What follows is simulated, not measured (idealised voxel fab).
process module | voxel double patterning
cross-section cut | 230 nm wide | cells 5 nm
A cross-section is a grid of square cells, given in bands from the top down. A band is one or more rows of cells.
Each band's line starts with the height of the band's top and of its bottom, in nm. Then come its materials from left to right, each with its width in nm. One material with "throughout" fills the band from edge to edge. "air" is empty space.
Height 0 is the level under which the wafer as received is all one material. The lowest band goes on downwards, as in "0 down".
A width such as "30 to 40" changes by the same amount from each row of cells to the next, from the band's top row to its bottom row.
"no change" after a step means that no cell of the cross-section changed.
closed voids: empty space of 8 cells or more with no open way to the top, each as width x height at its distance from the left edge, in nm
after a step's settings: what the simulator itself notes on the step
overlay nm, on a step with a mask: how far to the right of its planned place the mask lay; to the left if negative
plan
1 op RECEIVE | material Si
2 op CONFORMAL_DEP | material SiO2 | thk nm 10
3 op DIRECTIONAL_DEP | material W | thk nm 15
4 op DIRECTIONAL_DEP | material SiCN | thk nm 5
5 op MASKED_ETCH | tone open | mask id FIRST | width nm 15 | pitch nm 50 | etch materials SiCN | depth nm 5 | overlay nm 0
6 op DIRECTIONAL_DEP | material aC | thk nm 10
7 op PATTERN | tone open | mask id SECOND | material resist | width nm 15 | pitch nm 50 | thk nm 30 | overlay nm 0
8 op DIRECTIONAL_ETCH | etch materials aC | depth nm 10
9 op STRIP | etch materials resist
10 op DIRECTIONAL_ETCH | etch materials SiCN | depth nm 5
11 op STRIP | etch materials aC
12 op DIRECTIONAL_ETCH | etch materials W | depth nm 15
13 op STRIP | etch materials SiCN
as received, after step 1
  0 down: Si throughout
  closed voids: none
a wafer at the end: this start, this plan, one mistake
  25 to 10: W 50 | air 25 | W 5 | air 15 | W 5 | air 25 | W 5 | air 15 | W 5 | air 25 | W 55
  10 to 0: SiO2 throughout
  0 down: Si throughout
  closed voids: none
what went wrong: step 5 ran as: op MASKED_ETCH | tone open | mask id FIRST | width nm 25 | pitch nm 50 | etch materials SiCN | depth nm 5 | overlay nm 0
